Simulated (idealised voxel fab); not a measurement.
process module | voxel double patterning
cross-section cut | 240 nm wide | cells 5 nm
A cross-section is a grid of square cells, given in bands from the top down. A band is one or more rows of cells.
Each band's line starts with the height of the band's top and of its bottom, in nm. Then come its materials from left to right, each with its width in nm. One material with "throughout" fills the band from edge to edge. "air" is empty space.
Height 0 is the level under which the wafer as received is all one material. The lowest band goes on downwards, as in "0 down".
A width such as "30 to 40" changes by the same amount from each row of cells to the next, from the band's top row to its bottom row.
"no change" after a step means that no cell of the cross-section changed.
closed voids: empty space of 8 cells or more with no open way to the top, each as width x height at its distance from the left edge, in nm
after a step's settings: what the simulator itself notes on the step
overlay nm, on a step with a mask: how far to the right of its planned place the mask lay; to the left if negative
plan
1 op RECEIVE | material Si
2 op CONFORMAL_DEP | material SiO2 | thk nm 5
3 op DIRECTIONAL_DEP | material TiN | thk nm 20
4 op DIRECTIONAL_DEP | material SiCN | thk nm 10
5 op DIRECTIONAL_DEP | material aC | thk nm 10
6 op PATTERN | tone open | mask id FIRST | material resist | width nm 15 | pitch nm 50 | thk nm 25 | overlay nm -15
7 op DIRECTIONAL_ETCH | etch materials aC | depth nm 10
8 op STRIP | etch materials resist
9 op DIRECTIONAL_ETCH | etch materials SiCN | depth nm 10
10 op STRIP | etch materials aC
11 op PATTERN | tone open | mask id SECOND | material resist | width nm 15 | pitch nm 50 | thk nm 20 | overlay nm 0
12 op DIRECTIONAL_ETCH | etch materials SiCN | depth nm 10
13 op STRIP | etch materials resist
14 op DIRECTIONAL_ETCH | etch materials TiN | depth nm 20
15 op STRIP | etch materials SiCN
varied across the wafers: overlay nm of step 6. The plan shows the first wafer's value. All wafers start alike
first wafer as received, after step 1
  0 down: Si throughout
  closed voids: none
first wafer at the end, after step 15
  25 to 5: TiN 45 | air 15 | TiN 25 | air 25 | TiN 25 | air 25 | TiN 80
  5 to 0: SiO2 throughout
  0 down: Si throughout
  closed voids: none
last wafer at the end
  25 to 5: TiN 75 | air 25 | TiN 25 | air 25 | TiN 25 | air 15 | TiN 50
  5 to 0: SiO2 throughout
  0 down: Si throughout
  closed voids: none
each wafer at the end: cells of each material gained (+) or lost (-) since it was received, then its closed voids
overlay nm -15 | +48 SiO2 | +140 TiN | closed voids: none
overlay nm -10 | +48 SiO2 | +132 TiN | closed voids: none
overlay nm -5 | +48 SiO2 | +132 TiN | closed voids: none
overlay nm 0 | +48 SiO2 | +132 TiN | closed voids: none
overlay nm 5 | +48 SiO2 | +132 TiN | closed voids: none
overlay nm 10 | +48 SiO2 | +132 TiN | closed voids: none
overlay nm 15 | +48 SiO2 | +140 TiN | closed voids: none
